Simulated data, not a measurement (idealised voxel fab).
process module | voxel spacer lines
cross-section cut | 185 nm wide | cells 5 nm
A cross-section is a grid of square cells, given in bands from the top down. A band is one or more rows of cells.
Each band's line starts with the height of the band's top and of its bottom, in nm. Then come its materials from left to right, each with its width in nm. One material with "throughout" fills the band from edge to edge. "air" is empty space.
Height 0 is the level under which the wafer as received is all one material. The lowest band goes on downwards, as in "0 down".
A width such as "30 to 40" changes by the same amount from each row of cells to the next, from the band's top row to its bottom row.
"no change" after a step means that no cell of the cross-section changed.
closed voids: empty space of 8 cells or more with no open way to the top, each as width x height at its distance from the left edge, in nm
after a step's settings: what the simulator itself notes on the step
overlay nm, on a step with a mask: how far to the right of its planned place the mask lay; to the left if negative
plan
1 op RECEIVE | material Si
2 op CONFORMAL_DEP | material Al2O3 | thk nm 5
3 op DIRECTIONAL_DEP | material SiN | thk nm 10
4 op DIRECTIONAL_DEP | material aC | thk nm 25
5 op PATTERN | tone cover | mask id MANDREL | material resist | width nm 25 | pitch nm 70 | thk nm 30 | overlay nm 0
6 op DIRECTIONAL_ETCH | etch materials aC | depth nm 25
7 op STRIP | etch materials resist
8 op CONFORMAL_DEP | material SiO2 | thk nm 10
9 op DIRECTIONAL_ETCH | etch materials SiO2 | depth nm 10
10 op STRIP | etch materials aC
11 op DIRECTIONAL_ETCH | etch materials SiN | depth nm 10
12 op STRIP | etch materials SiO2
13 op FILL_DEP | material lowk | thk nm 5
14 op CMP | height nm 15
as received, after step 1
  0 down: Si throughout
  closed voids: none
first wafer at the end, as planned
  15 to 5: lowk 35 | SiN 10 | lowk 25 | SiN 10 | lowk 25 | SiN 10 | lowk 25 | SiN 10 | lowk 35
  5 to 0: Al2O3 throughout
  0 down: Si throughout
  closed voids: none
second wafer at the end: like start, like plan, one mistake
  15 to 10: Al2O3 throughout
  10 to 0: SiN throughout
  0 down: Si throughout
  closed voids: none
what went wrong: steps 2 and 3 were swapped
at the end the second wafer has, in cells: 58 more of SiN | 58 fewer of lowk
